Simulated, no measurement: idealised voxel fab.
A process module follows: voxel spacer lines.
In the cross-section labelled cut, the width is 290 nm and each square cell is 5 nm.
If you're reading a cross-section in this doc, picture square cells in a grid; it comes to you as bands, top ones listed first down to the bottom, and a band can be one or more rows of cells.
The band entry comprises the height of the band's top followed by the height of its bottom, expressed in nm, and subsequently the band's materials from left to right, each stated together with its width in nm. Where a single material is marked with the word "everywhere", that material fills the band from edge to edge. The word "blank" represents empty space.
Note: height 0 marks the level under which the wafer is uniformly one material as received. Lowest band unbounded below, written "from 0 down".
Graded width ("30 to 40"): value in top row of band = first number; value in bottom row = second number; row-to-row change constant.
Basically "nothing altered" means that step didn't change any cell in the cross-section.
The label "Enclosed internal voids" introduces a list of the empty spaces, 8 cells or larger, that have no open way up to the top; each entry in it reads width x height at distance, where the distance is taken from the left edge and all three are stated in nm.
Where a step's line continues beyond its settings, the continuation is a remark by the simulator itself on that step.
What "overlay nm" on a step's line means: if the step has a mask, that mask lay this far to the right of its planned place, or, when the value is negative, to the left.
[Set out below are the planned steps of the process]
1: op RECEIVE | material Si
2: op CONFORMAL_DEP | material Al2O3 | thk nm 10
3: op DIRECTIONAL_DEP | material W | thk nm 15
4: op DIRECTIONAL_DEP | material aC | thk nm 25
5: op PATTERN | tone cover | mask id MANDREL | material resist | width nm 25 | pitch nm 80 | thk nm 30 | overlay nm 0
6: op DIRECTIONAL_ETCH | etch materials aC | depth nm 25
7: op STRIP | etch materials resist
8: op CONFORMAL_DEP | material SiN | thk nm 15
9: op DIRECTIONAL_ETCH | etch materials SiN | depth nm 15
10: op STRIP | etch materials aC
11: op DIRECTIONAL_ETCH | etch materials W | depth nm 15
12: op STRIP | etch materials SiN
[Cross-section: wafer on arrival = after step 1]
- from 0 down  Si everywhere
- Enclosed internal voids: none
[Look at the cross-section after the module: the wafer started out the way shown above and the plan was the one shown above, yet one mistake was made along the way]
- from 35 to 10  aC everywhere
- from 10 to 0  Al2O3 everywhere
- from 0 down  Si everywhere
- Enclosed internal voids: none
Here's what went sideways: step 3 ran in the slot meant for step 4, and vice versa
